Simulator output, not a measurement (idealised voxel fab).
process module | voxel tone inversion
cross-section cut | 295 nm wide | cells 5 nm
A cross-section is a grid of square cells, given in bands from the top down. A band is one or more rows of cells.
Each band's line starts with the height of the band's top and of its bottom, in nm. Then come its materials from left to right, each with its width in nm. One material with "throughout" fills the band from edge to edge. "air" is empty space.
Height 0 is the level under which the wafer as received is all one material. The lowest band goes on downwards, as in "0 down".
A width such as "30 to 40" changes by the same amount from each row of cells to the next, from the band's top row to its bottom row.
"no change" after a step means that no cell of the cross-section changed.
closed voids: empty space of 8 cells or more with no open way to the top, each as width x height at its distance from the left edge, in nm
after a step's settings: what the simulator itself notes on the step
overlay nm, on a step with a mask: how far to the right of its planned place the mask lay; to the left if negative
plan
1 op RECEIVE | material Si
2 op CONFORMAL_DEP | material SiCN | thk nm 5
3 op DIRECTIONAL_DEP | material aC | thk nm 25
4 op PATTERN | tone cover | mask id POSTS | material resist | width nm 15 | pitch nm 45 | thk nm 35 | overlay nm 0
5 op DIRECTIONAL_ETCH | etch materials aC | depth nm 25
6 op STRIP | etch materials resist
7 op FILL_DEP | material SiO2 | thk nm 5
8 op CMP | height nm 30
9 op STRIP | etch materials aC
varied across the wafers: width nm of step 4. The plan shows the first wafer's value. All wafers start alike
first wafer as received, after step 1
  0 down: Si throughout
  closed voids: none
first wafer at the end, after step 9
  30 to 5: SiO2 95 | air 15 | SiO2 30 | air 15 | SiO2 30 | air 15 | SiO2 95
  5 to 0: SiCN throughout
  0 down: Si throughout
  closed voids: none
last wafer at the end
  30 to 5: SiO2 90 | air 30 | SiO2 15 | air 30 | SiO2 15 | air 30 | SiO2 85
  5 to 0: SiCN throughout
  0 down: Si throughout
  closed voids: none
each wafer at the end: cells of each material gained (+) or lost (-) since it was received, then its closed voids
width nm 15 | +59 SiCN | +250 SiO2 | closed voids: none
width nm 20 | +59 SiCN | +235 SiO2 | closed voids: none
width nm 25 | +59 SiCN | +220 SiO2 | closed voids: none
width nm 30 | +59 SiCN | +205 SiO2 | closed voids: none
